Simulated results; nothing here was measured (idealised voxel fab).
process module | voxel spacer lines
cross-section cut | 195 nm wide | cells 5 nm
A cross-section is a grid of square cells, given in bands from the top down. A band is one or more rows of cells.
Each band's line starts with the height of the band's top and of its bottom, in nm. Then come its materials from left to right, each with its width in nm. One material with "throughout" fills the band from edge to edge. "air" is empty space.
Height 0 is the level under which the wafer as received is all one material. The lowest band goes on downwards, as in "0 down".
A width such as "30 to 40" changes by the same amount from each row of cells to the next, from the band's top row to its bottom row.
"no change" after a step means that no cell of the cross-section changed.
closed voids: empty space of 8 cells or more with no open way to the top, each as width x height at its distance from the left edge, in nm
after a step's settings: what the simulator itself notes on the step
overlay nm, on a step with a mask: how far to the right of its planned place the mask lay; to the left if negative
plan
1 op RECEIVE | material Si
2 op CONFORMAL_DEP | material Al2O3 | thk nm 5
3 op DIRECTIONAL_DEP | material TiN | thk nm 15
4 op DIRECTIONAL_DEP | material polySi | thk nm 30
5 op PATTERN | tone cover | mask id MANDREL | material resist | width nm 20 | pitch nm 70 | thk nm 35 | overlay nm 0
6 op DIRECTIONAL_ETCH | etch materials polySi | depth nm 30
7 op STRIP | etch materials resist
8 op CONFORMAL_DEP | material SiO2 | thk nm 15
9 op DIRECTIONAL_ETCH | etch materials SiO2 | depth nm 15
10 op STRIP | etch materials polySi
11 op DIRECTIONAL_ETCH | etch materials TiN | depth nm 5
12 op STRIP | etch materials SiO2
varied across the wafers: depth nm of step 11. The plan shows the first wafer's value. All wafers start alike
first wafer as received, after step 1
  0 down: Si throughout
  closed voids: none
each wafer at the end: cells of each material gained (+) or lost (-) since it was received, then its closed voids
depth nm 5 | +39 Al2O3 | +96 TiN | closed voids: none
depth nm 10 | +39 Al2O3 | +75 TiN | closed voids: none
depth nm 15 | +39 Al2O3 | +54 TiN | closed voids: none
depth nm 20 | +39 Al2O3 | +54 TiN | closed voids: none
depth nm 25 | +39 Al2O3 | +54 TiN | closed voids: none
depth nm 30 | +39 Al2O3 | +54 TiN | closed voids: none
